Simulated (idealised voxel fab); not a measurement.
Name of the process module below: voxel self aligned vias
cross-section cut | 145 nm wide | cells 5 nm
When this document writes out a cross-section, it uses a grid of square cells and lists it as bands, beginning at the top and moving down, with a band standing for one or more rows of cells.
First you get the band's top height and its bottom height, in nm, and then the materials it's made of, left to right, with each width in nm. If you see a single material with "edge to edge", that one covers the band edge to edge. "blank" is empty space.
Zero point of the height axis is 0; under it, received wafer = one material. Lowest band: continues down indefinitely, "0 nm and below".
Per-row width for "30->40": begins at first number (top row of band), ends at second number (bottom row), increment between rows held constant.
"nothing changed" for a step: no cell of the cross-section changed in that step.
Voids not open to the top, 8 cells minimum: see "Closed internal cavities". Written width x height at distance; distance is from the left edge; nm.
Whatever follows a step's settings on its line is a remark the simulator itself makes about that step.
Steps that use a mask can have "overlay nm" on their line. It says how far the mask sat to the right of where it was meant to be. Negative means to the left.
From here on the document is pairs. In a pair, the cross-section before one process step comes with the cross-section after it, and the latter goes no deeper than the lowest band that changed. What lies in between, the step and its settings, is written under the pair. A pair may be from a different run of this module on the same starting wafer than the pair above it, so it continues from that pair only where its entry headed "Prior to processing" says so.

PRIOR TO PROCESSING
* 0 nm and below = Si edge to edge
* Closed internal cavities: none

POST-STEP GEOMETRY
* 15 nm to 0 nm = SiO2 edge to edge
* Beneath the level 0, the cross-section is identical to its previous state.
* Closed internal cavities: none
The process step bridging the two cross-sections above: CONFORMAL_DEP (material SiO2; thk nm 15)

Prior to processing: check the pair just above; its after cross-section is our before state.

POST-STEP GEOMETRY
* 20 nm to 15 nm = SiCN edge to edge
* Beneath the level 15, the cross-section is identical to its previous state.
* Closed internal cavities: none
The process step bridging the two cross-sections above: CONFORMAL_DEP (material SiCN; thk nm 5)

Prior to processing: check the pair just above; its after cross-section is our before state.

POST-STEP GEOMETRY
* 45 nm to 20 nm = lowk edge to edge
* Beneath the level 20, the cross-section is identical to its previous state.
* Closed internal cavities: none
The process step bridging the two cross-sections above: DIRECTIONAL_DEP (material lowk; thk nm 25)

Prior to processing: check the pair just above; its after cross-section is our before state.

POST-STEP GEOMETRY
* 45 nm to 20 nm = 25 lowk | 25 blank | 40 lowk | 25 blank | 30 lowk
* Beneath the level 20, the cross-section is identical to its previous state.
* Closed internal cavities: none
The process step bridging the two cross-sections above: MASKED_ETCH (tone open; mask id LINES; width nm 25; pitch nm 65; etch materials lowk; depth nm 25; overlay nm 0)

Prior to processing: check the pair just above; its after cross-section is our before state.

POST-STEP GEOMETRY
* 50 nm to 45 nm = 30 TiN | 15 blank | 50 TiN | 15 blank | 35 TiN
* 45 nm to 25 nm = 25 lowk | 5 TiN | 15 blank | 5 TiN | 40 lowk | 5 TiN | 15 blank | 5 TiN | 30 lowk
* 25 nm to 20 nm = 25 lowk | 25 TiN | 40 lowk | 25 TiN | 30 lowk
* Beneath the level 20, the cross-section is identical to its previous state.
* Closed internal cavities: none
The process step bridging the two cross-sections above: CONFORMAL_DEP (material TiN; thk nm 5)

Prior to processing: check the pair just above; its after cross-section is our before state.

POST-STEP GEOMETRY
* 55 nm to 50 nm = Ru edge to edge
* 50 nm to 45 nm = 30 TiN | 15 Ru | 50 TiN | 15 Ru | 35 TiN
* 45 nm to 25 nm = 25 lowk | 5 TiN | 15 Ru | 5 TiN | 40 lowk | 5 TiN | 15 Ru | 5 TiN | 30 lowk
* Beneath the level 25, the cross-section is identical to its previous state.
* Closed internal cavities: none
The process step bridging the two cross-sections above: FILL_DEP (material Ru; thk nm 5)

Prior to processing: check the pair just above; its after cross-section is our before state.

POST-STEP GEOMETRY
* 45 nm to 25 nm = 25 lowk | 5 TiN | 15 Ru | 5 TiN | 40 lowk | 5 TiN | 15 Ru | 5 TiN | 30 lowk
* Beneath the level 25, the cross-section is identical to its previous state.
* Closed internal cavities: none
The process step bridging the two cross-sections above: CMP (height nm 45)

Prior to processing: check the pair just above; its after cross-section is our before state.

POST-STEP GEOMETRY
* 45 nm to 35 nm = 25 lowk | 25 blank | 40 lowk | 25 blank | 30 lowk
* Beneath the level 35, the cross-section is identical to its previous state.
* Closed internal cavities: none
The process step bridging the two cross-sections above: SELECTIVE_ETCH (etch materials W Ru TiN; depth nm 10)

Prior to processing: check the pair just above; its after cross-section is our before state.

POST-STEP GEOMETRY
* 50 nm to 45 nm = SiN edge to edge
* 45 nm to 35 nm = 25 lowk | 25 SiN | 40 lowk | 25 SiN | 30 lowk
* Beneath the level 35, the cross-section is identical to its previous state.
* Closed internal cavities: none
The process step bridging the two cross-sections above: FILL_DEP (material SiN; thk nm 5)

Prior to processing: check the pair just above; its after cross-section is our before state.

POST-STEP GEOMETRY
* 45 nm to 35 nm = 25 lowk | 25 SiN | 40 lowk | 25 SiN | 30 lowk
* Beneath the level 35, the cross-section is identical to its previous state.
* Closed internal cavities: none
The process step bridging the two cross-sections above: CMP (height nm 45)

Prior to processing: check the pair just above; its after cross-section is our before state.

POST-STEP GEOMETRY
* 65 nm to 45 nm = lowk edge to edge
* Beneath the level 45, the cross-section is identical to its previous state.
* Closed internal cavities: none
The process step bridging the two cross-sections above: DIRECTIONAL_DEP (material lowk; thk nm 20)

Prior to processing: check the pair just above; its after cross-section is our before state.

POST-STEP GEOMETRY
* 80 nm to 65 nm = aC edge to edge
* Beneath the level 65, the cross-section is identical to its previous state.
* Closed internal cavities: none
The process step bridging the two cross-sections above: DIRECTIONAL_DEP (material aC; thk nm 15)

Prior to processing: check the pair just above; its after cross-section is our before state.

POST-STEP GEOMETRY
* 115 nm to 80 nm = 15 resist | 45 blank | 85 resist
* Beneath the level 80, the cross-section is identical to its previous state.
* Closed internal cavities: none
The process step bridging the two cross-sections above: PATTERN (tone open; mask id VIAS; material resist; width nm 45; thk nm 35; overlay nm 0)

Prior to processing: check the pair just above; its after cross-section is our before state.

POST-STEP GEOMETRY
* 100 nm to 80 nm = 15 resist | 45 blank | 85 resist
* 80 nm to 65 nm = 15 aC | 45 blank | 85 aC
* Beneath the level 65, the cross-section is identical to its previous state.
* Closed internal cavities: none
The process step bridging the two cross-sections above: DIRECTIONAL_ETCH (etch materials aC; depth nm 15)

Prior to processing: check the pair just above; its after cross-section is our before state.

POST-STEP GEOMETRY
* 80 nm to 65 nm = 15 aC | 45 blank | 85 aC
* Beneath the level 65, the cross-section is identical to its previous state.
* Closed internal cavities: none
The process step bridging the two cross-sections above: STRIP (etch materials resist)

Prior to processing: check the pair just above; its after cross-section is our before state.

POST-STEP GEOMETRY
* 80 nm to 65 nm = 15 aC | 45 blank | 85 aC
* 65 nm to 45 nm = 15 lowk | 45 blank | 85 lowk
* Beneath the level 45, the cross-section is identical to its previous state.
* Closed internal cavities: none
The process step bridging the two cross-sections above: DIRECTIONAL_ETCH (etch materials lowk; depth nm 20)

Prior to processing: check the pair just above; its after cross-section is our before state.

POST-STEP GEOMETRY
* 80 nm to 65 nm = 15 aC | 45 blank | 85 aC
* 65 nm to 45 nm = 15 lowk | 45 blank | 85 lowk
* 45 nm to 35 nm = 25 lowk | 25 blank | 40 lowk | 25 SiN | 30 lowk
* Beneath the level 35, the cross-section is identical to its previous state.
* Closed internal cavities: none
The process step bridging the two cross-sections above: DIRECTIONAL_ETCH (etch materials SiN; depth nm 10)

Prior to processing: check the pair just above; its after cross-section is our before state.

POST-STEP GEOMETRY
* 65 nm to 45 nm = 15 lowk | 45 blank | 85 lowk
* Beneath the level 45, the cross-section is identical to its previous state.
* Closed internal cavities: none
The process step bridging the two cross-sections above: STRIP (etch materials aC)

Prior to processing: check the pair just above; its after cross-section is our before state.

POST-STEP GEOMETRY
* 70 nm to 65 nm = 20 TiN | 35 blank | 90 TiN
* 65 nm to 50 nm = 15 lowk | 5 TiN | 35 blank | 5 TiN | 85 lowk
* 50 nm to 45 nm = 15 lowk | 15 TiN | 15 blank | 15 TiN | 85 lowk
* 45 nm to 40 nm = 25 lowk | 5 TiN | 15 blank | 5 TiN | 40 lowk | 25 SiN | 30 lowk
* 40 nm to 35 nm = 25 lowk | 25 TiN | 40 lowk | 25 SiN | 30 lowk
* Beneath the level 35, the cross-section is identical to its previous state.
* Closed internal cavities: none
The process step bridging the two cross-sections above: CONFORMAL_DEP (material TiN; thk nm 5)

Prior to processing: check the pair just above; its after cross-section is our before state.

POST-STEP GEOMETRY
* 80 nm to 70 nm = W edge to edge
* 70 nm to 65 nm = 20 TiN | 35 W | 90 TiN
* 65 nm to 50 nm = 15 lowk | 5 TiN | 35 W | 5 TiN | 85 lowk
* 50 nm to 45 nm = 15 lowk | 15 TiN | 15 W | 15 TiN | 85 lowk
* 45 nm to 40 nm = 25 lowk | 5 TiN | 15 W | 5 TiN | 40 lowk | 25 SiN | 30 lowk
* Beneath the level 40, the cross-section is identical to its previous state.
* Closed internal cavities: none
The process step bridging the two cross-sections above: FILL_DEP (material W; thk nm 10)

Prior to processing: check the pair just above; its after cross-section is our before state.

POST-STEP GEOMETRY
* 65 nm to 50 nm = 15 lowk | 5 TiN | 35 W | 5 TiN | 85 lowk
* Beneath the level 50, the cross-section is identical to its previous state.
* Closed internal cavities: none
The process step bridging the two cross-sections above: CMP (height nm 65)

Prior to processing: check the pair just above; its after cross-section is our before state.

POST-STEP GEOMETRY
* 70 nm to 65 nm = SiN edge to edge
* Beneath the level 65, the cross-section is identical to its previous state.
* Closed internal cavities: none
The process step bridging the two cross-sections above: CONFORMAL_DEP (material SiN; thk nm 5)

PRIOR TO PROCESSING
* 80 nm to 70 nm = W edge to edge
* 70 nm to 65 nm = 20 TiN | 35 W | 90 TiN
* 65 nm to 50 nm = 15 lowk | 5 TiN | 35 W | 5 TiN | 85 lowk
* 50 nm to 45 nm = 15 lowk | 15 TiN | 15 W | 15 TiN | 85 lowk
* 45 nm to 40 nm = 25 lowk | 5 TiN | 15 W | 5 TiN | 40 lowk | 25 SiN | 30 lowk
* 40 nm to 35 nm = 25 lowk | 25 TiN | 40 lowk | 25 SiN | 30 lowk
* 35 nm to 25 nm = 25 lowk | 5 TiN | 15 Ru | 5 TiN | 40 lowk | 5 TiN | 15 Ru | 5 TiN | 30 lowk
* 25 nm to 20 nm = 25 lowk | 25 TiN | 40 lowk | 25 TiN | 30 lowk
* 20 nm to 15 nm = SiCN edge to edge
* 15 nm to 0 nm = SiO2 edge to edge
* 0 nm and below = Si edge to edge
* Closed internal cavities: none

POST-STEP GEOMETRY
* 85 nm to 80 nm = SiN edge to edge
* Beneath the level 80, the cross-section is identical to its previous state.
* Closed internal cavities: none
The process step bridging the two cross-sections above: CONFORMAL_DEP (material SiN; thk nm 5)

PRIOR TO PROCESSING
* 15 nm to 0 nm = SiO2 edge to edge
* 0 nm and below = Si edge to edge
* Closed internal cavities: none

POST-STEP GEOMETRY
* 30 nm to 0 nm = SiO2 edge to edge
* Beneath the level 0, the cross-section is identical to its previous state.
* Closed internal cavities: none
The process step bridging the two cross-sections above: CONFORMAL_DEP (material SiO2; thk nm 15)

Prior to processing: check the pair just above; its after cross-section is our before state.

POST-STEP GEOMETRY
* 35 nm to 30 nm = SiCN edge to edge
* Beneath the level 30, the cross-section is identical to its previous state.
* Closed internal cavities: none
The process step bridging the two cross-sections above: CONFORMAL_DEP (material SiCN; thk nm 5)

Prior to processing: check the pair just above; its after cross-section is our before state.

POST-STEP GEOMETRY
* 60 nm to 35 nm = lowk edge to edge
* Beneath the level 35, the cross-section is identical to its previous state.
* Closed internal cavities: none
The process step bridging the two cross-sections above: DIRECTIONAL_DEP (material lowk; thk nm 25)

Prior to processing: check the pair just above; its after cross-section is our before state.

POST-STEP GEOMETRY
* 60 nm to 35 nm = 25 lowk | 25 blank | 40 lowk | 25 blank | 30 lowk
* Beneath the level 35, the cross-section is identical to its previous state.
* Closed internal cavities: none
The process step bridging the two cross-sections above: MASKED_ETCH (tone open; mask id LINES; width nm 25; pitch nm 65; etch materials lowk; depth nm 25; overlay nm 0)

Prior to processing: check the pair just above; its after cross-section is our before state.

POST-STEP GEOMETRY
* 65 nm to 60 nm = 30 TiN | 15 blank | 50 TiN | 15 blank | 35 TiN
* 60 nm to 40 nm = 25 lowk | 5 TiN | 15 blank | 5 TiN | 40 lowk | 5 TiN | 15 blank | 5 TiN | 30 lowk
* 40 nm to 35 nm = 25 lowk | 25 TiN | 40 lowk | 25 TiN | 30 lowk
* Beneath the level 35, the cross-section is identical to its previous state.
* Closed internal cavities: none
The process step bridging the two cross-sections above: CONFORMAL_DEP (material TiN; thk nm 5)

Prior to processing: check the pair just above; its after cross-section is our before state.

POST-STEP GEOMETRY
* 70 nm to 65 nm = Ru edge to edge
* 65 nm to 60 nm = 30 TiN | 15 Ru | 50 TiN | 15 Ru | 35 TiN
* 60 nm to 40 nm = 25 lowk | 5 TiN | 15 Ru | 5 TiN | 40 lowk | 5 TiN | 15 Ru | 5 TiN | 30 lowk
* Beneath the level 40, the cross-section is identical to its previous state.
* Closed internal cavities: none
The process step bridging the two cross-sections above: FILL_DEP (material Ru; thk nm 5)

Prior to processing: check the pair just above; its after cross-section is our before state.

POST-STEP GEOMETRY
* 45 nm to 40 nm = 25 lowk | 5 TiN | 15 Ru | 5 TiN | 40 lowk | 5 TiN | 15 Ru | 5 TiN | 30 lowk
* Beneath the level 40, the cross-section is identical to its previous state.
* Closed internal cavities: none
The process step bridging the two cross-sections above: CMP (height nm 45)

Prior to processing: check the pair just above; its after cross-section is our before state.

POST-STEP GEOMETRY
* 45 nm to 35 nm = 25 lowk | 25 blank | 40 lowk | 25 blank | 30 lowk
* Beneath the level 35, the cross-section is identical to its previous state.
* Closed internal cavities: none
The process step bridging the two cross-sections above: SELECTIVE_ETCH (etch materials W Ru TiN; depth nm 10)

Prior to processing: check the pair just above; its after cross-section is our before state.

POST-STEP GEOMETRY
* 50 nm to 45 nm = SiN edge to edge
* 45 nm to 35 nm = 25 lowk | 25 SiN | 40 lowk | 25 SiN | 30 lowk
* Beneath the level 35, the cross-section is identical to its previous state.
* Closed internal cavities: none
The process step bridging the two cross-sections above: FILL_DEP (material SiN; thk nm 5)

Prior to processing: check the pair just above; its after cross-section is our before state.

POST-STEP GEOMETRY
* 45 nm to 35 nm = 25 lowk | 25 SiN | 40 lowk | 25 SiN | 30 lowk
* Beneath the level 35, the cross-section is identical to its previous state.
* Closed internal cavities: none
The process step bridging the two cross-sections above: CMP (height nm 45)

Prior to processing: check the pair just above; its after cross-section is our before state.

POST-STEP GEOMETRY
* 65 nm to 45 nm = lowk edge to edge
* Beneath the level 45, the cross-section is identical to its previous state.
* Closed internal cavities: none
The process step bridging the two cross-sections above: DIRECTIONAL_DEP (material lowk; thk nm 20)

Prior to processing: check the pair just above; its after cross-section is our before state.

POST-STEP GEOMETRY
* 80 nm to 65 nm = aC edge to edge
* Beneath the level 65, the cross-section is identical to its previous state.
* Closed internal cavities: none
The process step bridging the two cross-sections above: DIRECTIONAL_DEP (material aC; thk nm 15)

Prior to processing: check the pair just above; its after cross-section is our before state.

POST-STEP GEOMETRY
* 115 nm to 80 nm = 15 resist | 45 blank | 85 resist
* Beneath the level 80, the cross-section is identical to its previous state.
* Closed internal cavities: none
The process step bridging the two cross-sections above: PATTERN (tone open; mask id VIAS; material resist; width nm 45; thk nm 35; overlay nm 0)

Prior to processing: check the pair just above; its after cross-section is our before state.

POST-STEP GEOMETRY
* 100 nm to 80 nm = 15 resist | 45 blank | 85 resist
* 80 nm to 65 nm = 15 aC | 45 blank | 85 aC
* Beneath the level 65, the cross-section is identical to its previous state.
* Closed internal cavities: none
The process step bridging the two cross-sections above: DIRECTIONAL_ETCH (etch materials aC; depth nm 15)

Prior to processing: check the pair just above; its after cross-section is our before state.

POST-STEP GEOMETRY
* 80 nm to 65 nm = 15 aC | 45 blank | 85 aC
* Beneath the level 65, the cross-section is identical to its previous state.
* Closed internal cavities: none
The process step bridging the two cross-sections above: STRIP (etch materials resist)

Prior to processing: check the pair just above; its after cross-section is our before state.

POST-STEP GEOMETRY
* 80 nm to 65 nm = 15 aC | 45 blank | 85 aC
* 65 nm to 45 nm = 15 lowk | 45 blank | 85 lowk
* Beneath the level 45, the cross-section is identical to its previous state.
* Closed internal cavities: none
The process step bridging the two cross-sections above: DIRECTIONAL_ETCH (etch materials lowk; depth nm 20)

Prior to processing: check the pair just above; its after cross-section is our before state.

POST-STEP GEOMETRY
* 80 nm to 65 nm = 15 aC | 45 blank | 85 aC
* 65 nm to 45 nm = 15 lowk | 45 blank | 85 lowk
* 45 nm to 35 nm = 25 lowk | 25 blank | 40 lowk | 25 SiN | 30 lowk
* Beneath the level 35, the cross-section is identical to its previous state.
* Closed internal cavities: none
The process step bridging the two cross-sections above: DIRECTIONAL_ETCH (etch materials SiN; depth nm 10)

Prior to processing: check the pair just above; its after cross-section is our before state.

POST-STEP GEOMETRY
* 65 nm to 45 nm = 15 lowk | 45 blank | 85 lowk
* Beneath the level 45, the cross-section is identical to its previous state.
* Closed internal cavities: none
The process step bridging the two cross-sections above: STRIP (etch materials aC)

Prior to processing: check the pair just above; its after cross-section is our before state.

POST-STEP GEOMETRY
* 70 nm to 65 nm = 20 TiN | 35 blank | 90 TiN
* 65 nm to 50 nm = 15 lowk | 5 TiN | 35 blank | 5 TiN | 85 lowk
* 50 nm to 45 nm = 15 lowk | 15 TiN | 15 blank | 15 TiN | 85 lowk
* 45 nm to 40 nm = 25 lowk | 5 TiN | 15 blank | 5 TiN | 40 lowk | 25 SiN | 30 lowk
* 40 nm to 35 nm = 25 lowk | 25 TiN | 40 lowk | 25 SiN | 30 lowk
* Beneath the level 35, the cross-section is identical to its previous state.
* Closed internal cavities: none
The process step bridging the two cross-sections above: CONFORMAL_DEP (material TiN; thk nm 5)

Prior to processing: check the pair just above; its after cross-section is our before state.

POST-STEP GEOMETRY
* 80 nm to 70 nm = W edge to edge
* 70 nm to 65 nm = 20 TiN | 35 W | 90 TiN
* 65 nm to 50 nm = 15 lowk | 5 TiN | 35 W | 5 TiN | 85 lowk
* 50 nm to 45 nm = 15 lowk | 15 TiN | 15 W | 15 TiN | 85 lowk
* 45 nm to 40 nm = 25 lowk | 5 TiN | 15 W | 5 TiN | 40 lowk | 25 SiN | 30 lowk
* Beneath the level 40, the cross-section is identical to its previous state.
* Closed internal cavities: none
The process step bridging the two cross-sections above: FILL_DEP (material W; thk nm 10)

Prior to processing: check the pair just above; its after cross-section is our before state.

POST-STEP GEOMETRY
* 65 nm to 50 nm = 15 lowk | 5 TiN | 35 W | 5 TiN | 85 lowk
* Beneath the level 50, the cross-section is identical to its previous state.
* Closed internal cavities: none
The process step bridging the two cross-sections above: CMP (height nm 65)

Prior to processing: check the pair just above; its after cross-section is our before state.

POST-STEP GEOMETRY
* 70 nm to 65 nm = SiN edge to edge
* Beneath the level 65, the cross-section is identical to its previous state.
* Closed internal cavities: none
The process step bridging the two cross-sections above: CONFORMAL_DEP (material SiN; thk nm 5)

PRIOR TO PROCESSING
* 0 nm and below = Si edge to edge
* Closed internal cavities: none

POST-STEP GEOMETRY
* 5 nm to 0 nm = SiCN edge to edge
* Beneath the level 0, the cross-section is identical to its previous state.
* Closed internal cavities: none
The process step bridging the two cross-sections above: CONFORMAL_DEP (material SiCN; thk nm 5)

Prior to processing: check the pair just above; its after cross-section is our before state.

POST-STEP GEOMETRY
* 20 nm to 5 nm = SiO2 edge to edge
* Beneath the level 5, the cross-section is identical to its previous state.
* Closed internal cavities: none
The process step bridging the two cross-sections above: CONFORMAL_DEP (material SiO2; thk nm 15)

Prior to processing: check the pair just above; its after cross-section is our before state.

POST-STEP GEOMETRY
* 45 nm to 20 nm = lowk edge to edge
* Beneath the level 20, the cross-section is identical to its previous state.
* Closed internal cavities: none
The process step bridging the two cross-sections above: DIRECTIONAL_DEP (material lowk; thk nm 25)

Prior to processing: check the pair just above; its after cross-section is our before state.

POST-STEP GEOMETRY
* 45 nm to 20 nm = 25 lowk | 25 blank | 40 lowk | 25 blank | 30 lowk
* Beneath the level 20, the cross-section is identical to its previous state.
* Closed internal cavities: none
The process step bridging the two cross-sections above: MASKED_ETCH (tone open; mask id LINES; width nm 25; pitch nm 65; etch materials lowk; depth nm 25; overlay nm 0)

Prior to processing: check the pair just above; its after cross-section is our before state.

POST-STEP GEOMETRY
* 50 nm to 45 nm = 30 TiN | 15 blank | 50 TiN | 15 blank | 35 TiN
* 45 nm to 25 nm = 25 lowk | 5 TiN | 15 blank | 5 TiN | 40 lowk | 5 TiN | 15 blank | 5 TiN | 30 lowk
* 25 nm to 20 nm = 25 lowk | 25 TiN | 40 lowk | 25 TiN | 30 lowk
* Beneath the level 20, the cross-section is identical to its previous state.
* Closed internal cavities: none
The process step bridging the two cross-sections above: CONFORMAL_DEP (material TiN; thk nm 5)

Prior to processing: check the pair just above; its after cross-section is our before state.

POST-STEP GEOMETRY
* 55 nm to 50 nm = Ru edge to edge
* 50 nm to 45 nm = 30 TiN | 15 Ru | 50 TiN | 15 Ru | 35 TiN
* 45 nm to 25 nm = 25 lowk | 5 TiN | 15 Ru | 5 TiN | 40 lowk | 5 TiN | 15 Ru | 5 TiN | 30 lowk
* Beneath the level 25, the cross-section is identical to its previous state.
* Closed internal cavities: none
The process step bridging the two cross-sections above: FILL_DEP (material Ru; thk nm 5)

Prior to processing: check the pair just above; its after cross-section is our before state.

POST-STEP GEOMETRY
* 45 nm to 25 nm = 25 lowk | 5 TiN | 15 Ru | 5 TiN | 40 lowk | 5 TiN | 15 Ru | 5 TiN | 30 lowk
* Beneath the level 25, the cross-section is identical to its previous state.
* Closed internal cavities: none
The process step bridging the two cross-sections above: CMP (height nm 45)

Prior to processing: check the pair just above; its after cross-section is our before state.

POST-STEP GEOMETRY
* 45 nm to 35 nm = 25 lowk | 25 blank | 40 lowk | 25 blank | 30 lowk
* Beneath the level 35, the cross-section is identical to its previous state.
* Closed internal cavities: none
The process step bridging the two cross-sections above: SELECTIVE_ETCH (etch materials W Ru TiN; depth nm 10)

Prior to processing: check the pair just above; its after cross-section is our before state.

POST-STEP GEOMETRY
* 50 nm to 45 nm = SiN edge to edge
* 45 nm to 35 nm = 25 lowk | 25 SiN | 40 lowk | 25 SiN | 30 lowk
* Beneath the level 35, the cross-section is identical to its previous state.
* Closed internal cavities: none
The process step bridging the two cross-sections above: FILL_DEP (material SiN; thk nm 5)

Prior to processing: check the pair just above; its after cross-section is our before state.

POST-STEP GEOMETRY
* 45 nm to 35 nm = 25 lowk | 25 SiN | 40 lowk | 25 SiN | 30 lowk
* Beneath the level 35, the cross-section is identical to its previous state.
* Closed internal cavities: none
The process step bridging the two cross-sections above: CMP (height nm 45)

Prior to processing: check the pair just above; its after cross-section is our before state.

POST-STEP GEOMETRY
* 65 nm to 45 nm = lowk edge to edge
* Beneath the level 45, the cross-section is identical to its previous state.
* Closed internal cavities: none
The process step bridging the two cross-sections above: DIRECTIONAL_DEP (material lowk; thk nm 20)

Prior to processing: check the pair just above; its after cross-section is our before state.

POST-STEP GEOMETRY
* 80 nm to 65 nm = aC edge to edge
* Beneath the level 65, the cross-section is identical to its previous state.
* Closed internal cavities: none
The process step bridging the two cross-sections above: DIRECTIONAL_DEP (material aC; thk nm 15)

Prior to processing: check the pair just above; its after cross-section is our before state.

POST-STEP GEOMETRY
* 115 nm to 80 nm = 15 resist | 45 blank | 85 resist
* Beneath the level 80, the cross-section is identical to its previous state.
* Closed internal cavities: none
The process step bridging the two cross-sections above: PATTERN (tone open; mask id VIAS; material resist; width nm 45; thk nm 35; overlay nm 0)

Prior to processing: check the pair just above; its after cross-section is our before state.

POST-STEP GEOMETRY
* 100 nm to 80 nm = 15 resist | 45 blank | 85 resist
* 80 nm to 65 nm = 15 aC | 45 blank | 85 aC
* Beneath the level 65, the cross-section is identical to its previous state.
* Closed internal cavities: none
The process step bridging the two cross-sections above: DIRECTIONAL_ETCH (etch materials aC; depth nm 15)

Prior to processing: check the pair just above; its after cross-section is our before state.

POST-STEP GEOMETRY
* 80 nm to 65 nm = 15 aC | 45 blank | 85 aC
* Beneath the level 65, the cross-section is identical to its previous state.
* Closed internal cavities: none
The process step bridging the two cross-sections above: STRIP (etch materials resist)

Prior to processing: check the pair just above; its after cross-section is our before state.

POST-STEP GEOMETRY
* 80 nm to 65 nm = 15 aC | 45 blank | 85 aC
* 65 nm to 45 nm = 15 lowk | 45 blank | 85 lowk
* Beneath the level 45, the cross-section is identical to its previous state.
* Closed internal cavities: none
The process step bridging the two cross-sections above: DIRECTIONAL_ETCH (etch materials lowk; depth nm 20)

Prior to processing: check the pair just above; its after cross-section is our before state.

POST-STEP GEOMETRY
* 80 nm to 65 nm = 15 aC | 45 blank | 85 aC
* 65 nm to 45 nm = 15 lowk | 45 blank | 85 lowk
* 45 nm to 35 nm = 25 lowk | 25 blank | 40 lowk | 25 SiN | 30 lowk
* Beneath the level 35, the cross-section is identical to its previous state.
* Closed internal cavities: none
The process step bridging the two cross-sections above: DIRECTIONAL_ETCH (etch materials SiN; depth nm 10)

Prior to processing: check the pair just above; its after cross-section is our before state.

POST-STEP GEOMETRY
* 65 nm to 45 nm = 15 lowk | 45 blank | 85 lowk
* Beneath the level 45, the cross-section is identical to its previous state.
* Closed internal cavities: none
The process step bridging the two cross-sections above: STRIP (etch materials aC)

Prior to processing: check the pair just above; its after cross-section is our before state.

POST-STEP GEOMETRY
* 70 nm to 65 nm = 20 TiN | 35 blank | 90 TiN
* 65 nm to 50 nm = 15 lowk | 5 TiN | 35 blank | 5 TiN | 85 lowk
* 50 nm to 45 nm = 15 lowk | 15 TiN | 15 blank | 15 TiN | 85 lowk
* 45 nm to 40 nm = 25 lowk | 5 TiN | 15 blank | 5 TiN | 40 lowk | 25 SiN | 30 lowk
* 40 nm to 35 nm = 25 lowk | 25 TiN | 40 lowk | 25 SiN | 30 lowk
* Beneath the level 35, the cross-section is identical to its previous state.
* Closed internal cavities: none
The process step bridging the two cross-sections above: CONFORMAL_DEP (material TiN; thk nm 5)

Prior to processing: check the pair just above; its after cross-section is our before state.

POST-STEP GEOMETRY
* 80 nm to 70 nm = W edge to edge
* 70 nm to 65 nm = 20 TiN | 35 W | 90 TiN
* 65 nm to 50 nm = 15 lowk | 5 TiN | 35 W | 5 TiN | 85 lowk
* 50 nm to 45 nm = 15 lowk | 15 TiN | 15 W | 15 TiN | 85 lowk
* 45 nm to 40 nm = 25 lowk | 5 TiN | 15 W | 5 TiN | 40 lowk | 25 SiN | 30 lowk
* Beneath the level 40, the cross-section is identical to its previous state.
* Closed internal cavities: none
The process step bridging the two cross-sections above: FILL_DEP (material W; thk nm 10)

Prior to processing: check the pair just above; its after cross-section is our before state.

POST-STEP GEOMETRY
* 65 nm to 50 nm = 15 lowk | 5 TiN | 35 W | 5 TiN | 85 lowk
* Beneath the level 50, the cross-section is identical to its previous state.
* Closed internal cavities: none
The process step bridging the two cross-sections above: CMP (height nm 65)

Prior to processing: check the pair just above; its after cross-section is our before state.

POST-STEP GEOMETRY
* 70 nm to 65 nm = SiN edge to edge
* Beneath the level 65, the cross-section is identical to its previous state.
* Closed internal cavities: none
The process step bridging the two cross-sections above: CONFORMAL_DEP (material SiN; thk nm 5)

PRIOR TO PROCESSING
* 0 nm and below = Si edge to edge
* Closed internal cavities: none

POST-STEP GEOMETRY
* 10 nm to 0 nm = SiO2 edge to edge
* Beneath the level 0, the cross-section is identical to its previous state.
* Closed internal cavities: none
The process step bridging the two cross-sections above: CONFORMAL_DEP (material SiO2; thk nm 10)

Prior to processing: check the pair just above; its after cross-section is our before state.

POST-STEP GEOMETRY
* 15 nm to 10 nm = SiCN edge to edge
* Beneath the level 10, the cross-section is identical to its previous state.
* Closed internal cavities: none
The process step bridging the two cross-sections above: CONFORMAL_DEP (material SiCN; thk nm 5)

Prior to processing: check the pair just above; its after cross-section is our before state.

POST-STEP GEOMETRY
* 40 nm to 15 nm = lowk edge to edge
* Beneath the level 15, the cross-section is identical to its previous state.
* Closed internal cavities: none
The process step bridging the two cross-sections above: DIRECTIONAL_DEP (material lowk; thk nm 25)

Prior to processing: check the pair just above; its after cross-section is our before state.

POST-STEP GEOMETRY
* 40 nm to 15 nm = 25 lowk | 25 blank | 40 lowk | 25 blank | 30 lowk
* Beneath the level 15, the cross-section is identical to its previous state.
* Closed internal cavities: none
The process step bridging the two cross-sections above: MASKED_ETCH (tone open; mask id LINES; width nm 25; pitch nm 65; etch materials lowk; depth nm 25; overlay nm 0)

Prior to processing: check the pair just above; its after cross-section is our before state.

POST-STEP GEOMETRY
* 45 nm to 40 nm = 30 TiN | 15 blank | 50 TiN | 15 blank | 35 TiN
* 40 nm to 20 nm = 25 lowk | 5 TiN | 15 blank | 5 TiN | 40 lowk | 5 TiN | 15 blank | 5 TiN | 30 lowk
* 20 nm to 15 nm = 25 lowk | 25 TiN | 40 lowk | 25 TiN | 30 lowk
* Beneath the level 15, the cross-section is identical to its previous state.
* Closed internal cavities: none
The process step bridging the two cross-sections above: CONFORMAL_DEP (material TiN; thk nm 5)

Prior to processing: check the pair just above; its after cross-section is our before state.

POST-STEP GEOMETRY
* 50 nm to 45 nm = Ru edge to edge
* 45 nm to 40 nm = 30 TiN | 15 Ru | 50 TiN | 15 Ru | 35 TiN
* 40 nm to 20 nm = 25 lowk | 5 TiN | 15 Ru | 5 TiN | 40 lowk | 5 TiN | 15 Ru | 5 TiN | 30 lowk
* Beneath the level 20, the cross-section is identical to its previous state.
* Closed internal cavities: none
The process step bridging the two cross-sections above: FILL_DEP (material Ru; thk nm 5)

Prior to processing: check the pair just above; its after cross-section is our before state.

POST-STEP GEOMETRY
* 45 nm to 40 nm = 30 TiN | 15 Ru | 50 TiN | 15 Ru | 35 TiN
* Beneath the level 40, the cross-section is identical to its previous state.
* Closed internal cavities: none
The process step bridging the two cross-sections above: CMP (height nm 45)

Prior to processing: check the pair just above; its after cross-section is our before state.

POST-STEP GEOMETRY
* 40 nm to 35 nm = 25 lowk | 25 blank | 40 lowk | 25 blank | 30 lowk
* Beneath the level 35, the cross-section is identical to its previous state.
* Closed internal cavities: none
The process step bridging the two cross-sections above: SELECTIVE_ETCH (etch materials W Ru TiN; depth nm 10)
